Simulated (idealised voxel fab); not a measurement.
process module | voxel fin reveal
cross-section cut | 230 nm wide | cells 5 nm
A cross-section is a grid of square cells, given in bands from the top down. A band is one or more rows of cells.
Each band's line starts with the height of the band's top and of its bottom, in nm. Then come its materials from left to right, each with its width in nm. One material with "throughout" fills the band from edge to edge. "air" is empty space.
Height 0 is the level under which the wafer as received is all one material. The lowest band goes on downwards, as in "0 down".
A width such as "30 to 40" changes by the same amount from each row of cells to the next, from the band's top row to its bottom row.
"no change" after a step means that no cell of the cross-section changed.
closed voids: empty space of 8 cells or more with no open way to the top, each as width x height at its distance from the left edge, in nm
after a step's settings: what the simulator itself notes on the step
overlay nm, on a step with a mask: how far to the right of its planned place the mask lay; to the left if negative
plan
1 op RECEIVE | material Si
2 op CONFORMAL_DEP | material SiN | thk nm 10
3 op MASKED_ETCH | tone cover | mask id FINS | width nm 15 | pitch nm 45 | etch materials SiN | depth nm 10 | overlay nm 0
4 op MASKED_ETCH | tone cover | mask id FINS | width nm 15 | pitch nm 45 | etch materials Si | depth nm 35 | overlay nm 0
5 op OXIDIZE | depth nm 5
6 op FILL_DEP | material SiO2 | thk nm 15
7 op CMP | height nm 10
8 op SELECTIVE_ETCH | etch materials SiO2 | depth nm 25
9 op STRIP | etch materials SiN
10 op CONFORMAL_DEP | material SiO2 | thk nm 5
varied across the wafers: width nm of step 3. The plan shows the first wafer's value. All wafers start alike
first wafer as received, after step 1
  0 down: Si throughout
  closed voids: none
first wafer at the end, after step 10
  5 to 0: air 85 | SiO2 15 | air 30 | SiO2 15 | air 85
  0 to -10: air 85 | SiO2 5 | Si 5 | SiO2 5 | air 30 | SiO2 5 | Si 5 | SiO2 5 | air 85
  -10 to -40: SiO2 90 | Si 5 | SiO2 40 | Si 5 | SiO2 90
  -40 down: Si throughout
  closed voids: none
last wafer at the end
  5 to 0: air 80 | SiO2 30 | air 15 | SiO2 30 | air 75
  0 to -10: air 80 | SiO2 5 | Si 20 | SiO2 5 | air 15 | SiO2 5 | Si 20 | SiO2 5 | air 75
  -10 to -40: SiO2 85 | Si 20 | SiO2 25 | Si 20 | SiO2 80
  -40 down: Si throughout
  closed voids: none
each wafer at the end: cells of each material gained (+) or lost (-) since it was received, then its closed voids
width nm 15 | -352 Si | +278 SiO2 | closed voids: none
width nm 20 | -336 Si | +268 SiO2 | closed voids: none
width nm 25 | -320 Si | +258 SiO2 | closed voids: none
width nm 30 | -304 Si | +248 SiO2 | closed voids: none
